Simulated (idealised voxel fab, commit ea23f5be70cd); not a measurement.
Name of the process module below: voxel released beams
240 nm wide, 5 nm square cells: that's cross-section cut.
Just so we're on the same page, the cross-sections are grids of square cells, and they're listed out in bands top to bottom, each band one or more rows deep.
This entry defines a band. It first specifies the height of the band's top and the height of its bottom in nm, and then specifies the band's materials from left to right, stating each material with its width in nm. The word "full width" identifies a single material that fills the band from edge to edge, while the word "empty" identifies empty space.
Beneath 0, the wafer as received is one material, and that level is where height counting begins. The lowest band goes on downward without a bottom; it is written like "z 0 and below".
When a width is written as two numbers, as in "30..40", the first number is the width in the top row of cells of the band and the second is the width in its bottom row, and the width changes by the same amount from each row to the next.
The designation "no alteration", where it is given for a processing step, indicates that no cell of the cross-section was altered in the course of that step.
Any empty space of 8 cells or more lacking an open way to the top shows up in "Enclosed internal cavities" as width x height at distance, distance from the left edge, in nm.
Note: text after step settings on the step line = simulator remark on that step.
overlay nm: for a step with a mask, the amount by which the mask lay right of where it was planned; a negative amount means left of it.

These are the steps we planned for the process:
| 1 | RECEIVE | material Si |
| 2 | CONFORMAL_DEP | material Al2O3 | thk nm 5 |
| 3 | DIRECTIONAL_DEP | material SiO2 | thk nm 20 |
| 4 | MASKED_ETCH | tone open | mask id ANCHOR | width nm 25 | etch materials SiO2 | depth nm 20 | overlay nm 0 |
| 5 | CONFORMAL_DEP | material polySi | thk nm 10 |
| 6 | MASKED_ETCH | tone cover | mask id BEAM | width nm 110 | etch materials polySi | depth nm 10 | overlay nm 0 |
| 7 | STRIP | etch materials SiO2 |

Wafer cross-section on receipt, i.e. after step 1:
- z 0 and below: Si full width
- Enclosed internal cavities: none

Final cross-section, module run with one mistake (start and plan as above):
- z 35 to 25: 60 empty, 15 polySi, 10 empty, 85 polySi, 70 empty
- z 25 to 15: 65 empty, 10 polySi, 10 empty, 10 polySi, 145 empty
- z 15 to 5: 65 empty, 30 polySi, 145 empty
- z 5 to 0: Al2O3 full width
- z 0 and below: Si full width
- Enclosed internal cavities: none
what went wrong: rather than as planned, step 4 actually ran as MASKED_ETCH | tone open | mask id ANCHOR | width nm 30 | etch materials SiO2 | depth nm 20 | overlay nm 0
